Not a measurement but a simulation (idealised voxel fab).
process module | voxel self aligned vias
The cross-section shown here is cut; it is 220 nm wide and divided into square cells measuring 5 nm on a side.
Bands, listed from the top down, are how a cross-section gets written in this document; the cross-section itself is a grid of square cells, and a band is one or more rows of them.
Heights first: top, then bottom, in nm. Then materials, left to right, each with a width in nm. "edge to edge" on a single material: fills the band edge to edge. "air": empty space.
Heights are measured from 0, the level below which the as-received wafer is all one material; the lowest band has no bottom and continues downward, written as in "0 down".
Read "30->40" as a graded width: first number on top, second number at the bottom, same change between each pair of neighbouring rows.
"all unchanged", as given for a step, is the statement that not any cell of the cross-section underwent a change during that step.
Under "Closed void inventory" you'll find the enclosed gaps, the ones with no way out to the top, that are 8 cells or bigger; each reads width x height at distance, with distance counted from the left edge, everything in nm.
Step line, after settings: the simulator's comment on this step.
Each step line may optionally specify "overlay nm", which for a step with a mask gives the rightward distance between the mask's planned place and where it lay, a negative value indicating the leftward direction.

## These are the steps we planned for the process
1) RECEIVE [material Si]
2) CONFORMAL_DEP [material SiO2] [thk nm 15]
3) CONFORMAL_DEP [material SiCN] [thk nm 5]
4) DIRECTIONAL_DEP [material SiO2] [thk nm 25]
5) DIRECTIONAL_DEP [material aC] [thk nm 10]
6) PATTERN [tone open] [mask id LINES] [material resist] [width nm 30] [pitch nm 70] [thk nm 25] [overlay nm 0]
7) DIRECTIONAL_ETCH [etch materials aC] [depth nm 10]
8) STRIP [etch materials resist]
9) DIRECTIONAL_ETCH [etch materials SiO2] [depth nm 25]
10) STRIP [etch materials aC]
11) CONFORMAL_DEP [material TiN] [thk nm 5]
12) FILL_DEP [material Ru] [thk nm 10]
13) CMP [height nm 45]
14) SELECTIVE_ETCH [etch materials W Ru TiN] [depth nm 10]
15) FILL_DEP [material SiN] [thk nm 10]
16) CMP [height nm 45]
17) DIRECTIONAL_DEP [material SiO2] [thk nm 15]
18) MASKED_ETCH [tone open] [mask id VIAS] [width nm 50] [pitch nm 70] [etch materials SiO2] [depth nm 15] [overlay nm 0]
19) MASKED_ETCH [tone open] [mask id VIAS] [width nm 50] [pitch nm 70] [etch materials SiN] [depth nm 10] [overlay nm 0]
20) CONFORMAL_DEP [material TiN] [thk nm 5]
21) FILL_DEP [material Cu] [thk nm 5]
22) CMP [height nm 60]
23) CONFORMAL_DEP [material SiCN] [thk nm 5]

## Concerning the first of two wafers, which was run in accordance with the plan

## Wafer as received: cross-section following step 1
- 0 down  Si edge to edge
- Closed void inventory: none

## Wafer section view after processing step 2
- 15 to 0  SiO2 edge to edge
- Whatever lies below 0 is exactly as it was before.

## Wafer section view after processing step 3
- 20 to 15  SiCN edge to edge
- Whatever lies below 15 is exactly as it was before.

## Wafer section view after processing step 4
- 45 to 20  SiO2 edge to edge
- Whatever lies below 20 is exactly as it was before.

## Wafer section view after processing step 5
- 55 to 45  aC edge to edge
- Whatever lies below 45 is exactly as it was before.

## Wafer section view after processing step 6
- 80 to 55  resist: 60  air: 30  resist: 40  air: 30  resist: 60
- Whatever lies below 55 is exactly as it was before.

## Wafer section view after processing step 7
- 70 to 55  resist: 60  air: 30  resist: 40  air: 30  resist: 60
- 55 to 45  aC: 60  air: 30  aC: 40  air: 30  aC: 60
- Whatever lies below 45 is exactly as it was before.

## Wafer section view after processing step 8
- 55 to 45  aC: 60  air: 30  aC: 40  air: 30  aC: 60
- Whatever lies below 45 is exactly as it was before.

## Wafer section view after processing step 9
- 55 to 45  aC: 60  air: 30  aC: 40  air: 30  aC: 60
- 45 to 20  SiO2: 60  air: 30  SiO2: 40  air: 30  SiO2: 60
- Whatever lies below 20 is exactly as it was before.

## Wafer section view after processing step 10
- 45 to 20  SiO2: 60  air: 30  SiO2: 40  air: 30  SiO2: 60
- Whatever lies below 20 is exactly as it was before.

## Wafer section view after processing step 11
- 50 to 45  TiN: 65  air: 20  TiN: 50  air: 20  TiN: 65
- 45 to 25  SiO2: 60  TiN: 5  air: 20  TiN: 5  SiO2: 40  TiN: 5  air: 20  TiN: 5  SiO2: 60
- 25 to 20  SiO2: 60  TiN: 30  SiO2: 40  TiN: 30  SiO2: 60
- Whatever lies below 20 is exactly as it was before.

## Wafer section view after processing step 12
- 60 to 50  Ru edge to edge
- 50 to 45  TiN: 65  Ru: 20  TiN: 50  Ru: 20  TiN: 65
- 45 to 25  SiO2: 60  TiN: 5  Ru: 20  TiN: 5  SiO2: 40  TiN: 5  Ru: 20  TiN: 5  SiO2: 60
- Whatever lies below 25 is exactly as it was before.

## Wafer section view after processing step 13
- 45 to 25  SiO2: 60  TiN: 5  Ru: 20  TiN: 5  SiO2: 40  TiN: 5  Ru: 20  TiN: 5  SiO2: 60
- Whatever lies below 25 is exactly as it was before.

## Wafer section view after processing step 14
- 45 to 35  SiO2: 60  air: 30  SiO2: 40  air: 30  SiO2: 60
- Whatever lies below 35 is exactly as it was before.

## Wafer section view after processing step 15
- 55 to 45  SiN edge to edge
- 45 to 35  SiO2: 60  SiN: 30  SiO2: 40  SiN: 30  SiO2: 60
- Whatever lies below 35 is exactly as it was before.

## Wafer section view after processing step 16
- 45 to 35  SiO2: 60  SiN: 30  SiO2: 40  SiN: 30  SiO2: 60
- Whatever lies below 35 is exactly as it was before.

## Wafer section view after processing step 17
- 60 to 45  SiO2 edge to edge
- Whatever lies below 45 is exactly as it was before.

## Wafer section view after processing step 18
- 60 to 45  SiO2: 50  air: 50  SiO2: 20  air: 50  SiO2: 50
- Whatever lies below 45 is exactly as it was before.

## Wafer section view after processing step 19
- 60 to 45  SiO2: 50  air: 50  SiO2: 20  air: 50  SiO2: 50
- 45 to 35  SiO2: 60  air: 30  SiO2: 40  air: 30  SiO2: 60
- Whatever lies below 35 is exactly as it was before.

## Wafer section view after processing step 20
- 65 to 60  TiN: 55  air: 40  TiN: 30  air: 40  TiN: 55
- 60 to 50  SiO2: 50  TiN: 5  air: 40  TiN: 5  SiO2: 20  TiN: 5  air: 40  TiN: 5  SiO2: 50
- 50 to 40  SiO2: 50->60  TiN: 15->5  air: 20  TiN: 15->5  SiO2: 20->40  TiN: 15->5  air: 20  TiN: 15->5  SiO2: 50->60
- 40 to 35  SiO2: 60  TiN: 30  SiO2: 40  TiN: 30  SiO2: 60
- Whatever lies below 35 is exactly as it was before.

## Wafer section view after processing step 21
- 70 to 65  Cu edge to edge
- 65 to 60  TiN: 55  Cu: 40  TiN: 30  Cu: 40  TiN: 55
- 60 to 50  SiO2: 50  TiN: 5  Cu: 40  TiN: 5  SiO2: 20  TiN: 5  Cu: 40  TiN: 5  SiO2: 50
- 50 to 40  SiO2: 50->60  TiN: 15->5  Cu: 20  TiN: 15->5  SiO2: 20->40  TiN: 15->5  Cu: 20  TiN: 15->5  SiO2: 50->60
- Whatever lies below 40 is exactly as it was before.

## Wafer section view after processing step 22
- 60 to 50  SiO2: 50  TiN: 5  Cu: 40  TiN: 5  SiO2: 20  TiN: 5  Cu: 40  TiN: 5  SiO2: 50
- Whatever lies below 50 is exactly as it was before.

## Wafer section view after processing step 23
- 65 to 60  SiCN edge to edge
- Whatever lies below 60 is exactly as it was before.

## Second wafer, same starting state and plan as the first, one mistake in the run, identical through step 2

## Second wafer: cross-section at the scheduled end of step 3
- 40 to 0  SiO2 edge to edge
- Whatever lies below 0 is exactly as it was before.

## Second wafer: cross-section at the scheduled end of step 4
- 45 to 40  SiCN edge to edge
- Whatever lies below 40 is exactly as it was before.

## Second wafer: cross-section at the scheduled end of step 5
- 55 to 45  aC edge to edge
- Whatever lies below 45 is exactly as it was before.

## Second wafer: cross-section at the scheduled end of step 6
- 80 to 55  resist: 60  air: 30  resist: 40  air: 30  resist: 60
- Whatever lies below 55 is exactly as it was before.

## Second wafer: cross-section at the scheduled end of step 7
- 70 to 55  resist: 60  air: 30  resist: 40  air: 30  resist: 60
- 55 to 45  aC: 60  air: 30  aC: 40  air: 30  aC: 60
- Whatever lies below 45 is exactly as it was before.

## Second wafer: cross-section at the scheduled end of step 8
- 55 to 45  aC: 60  air: 30  aC: 40  air: 30  aC: 60
- Whatever lies below 45 is exactly as it was before.

Second wafer: cross-section at the scheduled end of step 9: all unchanged

## Second wafer: cross-section at the scheduled end of step 10
- 45 to 40  SiCN edge to edge
- Whatever lies below 40 is exactly as it was before.

## Second wafer: cross-section at the scheduled end of step 11
- 50 to 45  TiN edge to edge
- Whatever lies below 45 is exactly as it was before.

## Second wafer: cross-section at the scheduled end of step 12
- 60 to 50  Ru edge to edge
- Whatever lies below 50 is exactly as it was before.

## Second wafer: cross-section at the scheduled end of step 13
- 45 to 40  SiCN edge to edge
- Whatever lies below 40 is exactly as it was before.

Second wafer: cross-section at the scheduled end of step 14: all unchanged

## Second wafer: cross-section at the scheduled end of step 15
- 55 to 45  SiN edge to edge
- Whatever lies below 45 is exactly as it was before.

## Second wafer: cross-section at the scheduled end of step 16
- 45 to 40  SiCN edge to edge
- Whatever lies below 40 is exactly as it was before.

## Second wafer: cross-section at the scheduled end of step 17
- 60 to 45  SiO2 edge to edge
- Whatever lies below 45 is exactly as it was before.

## Second wafer: cross-section at the scheduled end of step 18
- 60 to 45  SiO2: 50  air: 50  SiO2: 20  air: 50  SiO2: 50
- Whatever lies below 45 is exactly as it was before.

Second wafer: cross-section at the scheduled end of step 19: all unchanged

## Second wafer: cross-section at the scheduled end of step 20
- 65 to 60  TiN: 55  air: 40  TiN: 30  air: 40  TiN: 55
- 60 to 50  SiO2: 50  TiN: 5  air: 40  TiN: 5  SiO2: 20  TiN: 5  air: 40  TiN: 5  SiO2: 50
- 50 to 45  SiO2: 50  TiN: 50  SiO2: 20  TiN: 50  SiO2: 50
- Whatever lies below 45 is exactly as it was before.

## Second wafer: cross-section at the scheduled end of step 21
- 70 to 65  Cu edge to edge
- 65 to 60  TiN: 55  Cu: 40  TiN: 30  Cu: 40  TiN: 55
- 60 to 50  SiO2: 50  TiN: 5  Cu: 40  TiN: 5  SiO2: 20  TiN: 5  Cu: 40  TiN: 5  SiO2: 50
- Whatever lies below 50 is exactly as it was before.

## Second wafer: cross-section at the scheduled end of step 22
- 60 to 50  SiO2: 50  TiN: 5  Cu: 40  TiN: 5  SiO2: 20  TiN: 5  Cu: 40  TiN: 5  SiO2: 50
- Whatever lies below 50 is exactly as it was before.

## Second wafer: cross-section at the scheduled end of step 23
- 65 to 60  SiCN edge to edge
- Whatever lies below 60 is exactly as it was before.
Run error: steps 3 and 4 run out of order (swapped)
Count the cells at the end and the second wafer has more or fewer of some materials than the first: 16 fewer of Cu, 16 fewer of Ru, 60 more of SiO2, 28 fewer of TiN
